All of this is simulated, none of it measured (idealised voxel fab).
Process module under the name voxel self aligned vias
We display cut, a cross-section 175 nm in width whose square cells are each 5 nm.
Cross-section = grid of square cells, listed top down in bands; band = one or more rows.
Basically the band line says how high the top is and how high the bottom is, in nm, and then what's in it from left to right, every material with its width in nm. Empty space shows up as "air", and if a single material carries "everywhere" it runs the full band edge to edge.
Ref level 0: as-received wafer is one material below here. Bottom band extends down with no lower bound ("0..down").
Top row gets the first number, bottom row gets the second, and each row in between changes by the same step: that is how a band width like "30->40" works.
The cross-section has no changed cell in any step marked "no change occurred".
This entry, "Closed void roster", enumerates those empty regions of no fewer than 8 cells that possess no open connection to the top. Each region is reported in the form width x height at distance, the distance being taken from the left edge, with all three quantities expressed in nm.
Formally, on a step line, whatever follows the settings is a remark that the simulator itself makes on the step.
overlay nm: on a step with a mask, how far right of its planned place the mask lay; negative means left.
### Steps in the process plan
1: RECEIVE | material Si
2: CONFORMAL_DEP | material SiO2 | thk nm 15
3: CONFORMAL_DEP | material SiCN | thk nm 5
4: DIRECTIONAL_DEP | material lowk | thk nm 25
5: DIRECTIONAL_DEP | material aC | thk nm 15
6: PATTERN | tone open | mask id LINES | material resist | width nm 25 | pitch nm 65 | thk nm 35 | overlay nm 0
7: DIRECTIONAL_ETCH | etch materials aC | depth nm 15
8: STRIP | etch materials resist
9: DIRECTIONAL_ETCH | etch materials lowk | depth nm 25
10: STRIP | etch materials aC
11: CONFORMAL_DEP | material TiN | thk nm 5
12: FILL_DEP | material W | thk nm 10
13: CMP | height nm 45
14: SELECTIVE_ETCH | etch materials W Ru TiN | depth nm 5
15: FILL_DEP | material SiN | thk nm 5
16: CMP | height nm 45
17: DIRECTIONAL_DEP | material lowk | thk nm 15
18: MASKED_ETCH | tone open | mask id VIAS | width nm 35 | etch materials lowk | depth nm 15 | overlay nm 0
19: MASKED_ETCH | tone open | mask id VIAS | width nm 35 | etch materials SiN | depth nm 5 | overlay nm 0
20: CONFORMAL_DEP | material TiN | thk nm 5
21: FILL_DEP | material Cu | thk nm 5
22: CMP | height nm 60
23: CONFORMAL_DEP | material SiN | thk nm 5
### Cross-sectional view of the wafer in its as-received condition, corresponding to the state after step 1
  0..down | Si everywhere
  Closed void roster: none
### The first of the two wafers as seen in cross-section once the module was finished; processing followed the plan
  65..60 | SiN everywhere
  60..50 | lowk: 35  TiN: 5  Cu: 25  TiN: 5  lowk: 105
  50..45 | lowk: 35  TiN: 10  Cu: 15  TiN: 10  lowk: 105
  45..40 | lowk: 40  TiN: 25  lowk: 40  SiN: 25  lowk: 45
  40..25 | lowk: 40  TiN: 5  W: 15  TiN: 5  lowk: 40  TiN: 5  W: 15  TiN: 5  lowk: 45
  25..20 | lowk: 40  TiN: 25  lowk: 40  TiN: 25  lowk: 45
  20..15 | SiCN everywhere
  15..0 | SiO2 everywhere
  0..down | Si everywhere
  Closed void roster: none
### So this is wafer number two of the two, cut at the end of the module - it started where the first did and had the same plan, we just got one thing wrong running it
  65..60 | SiN everywhere
  60..50 | lowk: 30  TiN: 5  Cu: 25  TiN: 5  lowk: 110
  50..45 | lowk: 30  TiN: 15  Cu: 15  TiN: 5  lowk: 110
  45..40 | lowk: 40  TiN: 25  lowk: 40  SiN: 25  lowk: 45
  40..25 | lowk: 40  TiN: 5  W: 15  TiN: 5  lowk: 40  TiN: 5  W: 15  TiN: 5  lowk: 45
  25..20 | lowk: 40  TiN: 25  lowk: 40  TiN: 25  lowk: 45
  20..15 | SiCN everywhere
  15..0 | SiO2 everywhere
  0..down | Si everywhere
  Closed void roster: none
What went wrong in running the wafer? planned and actual differ for step 18; actual: MASKED_ETCH | tone open | mask id VIAS | width nm 35 | etch materials lowk | depth nm 15 | overlay nm -5
So at the finish, the second wafer's got exactly as many cells of each material as the first, just not in the same spots.
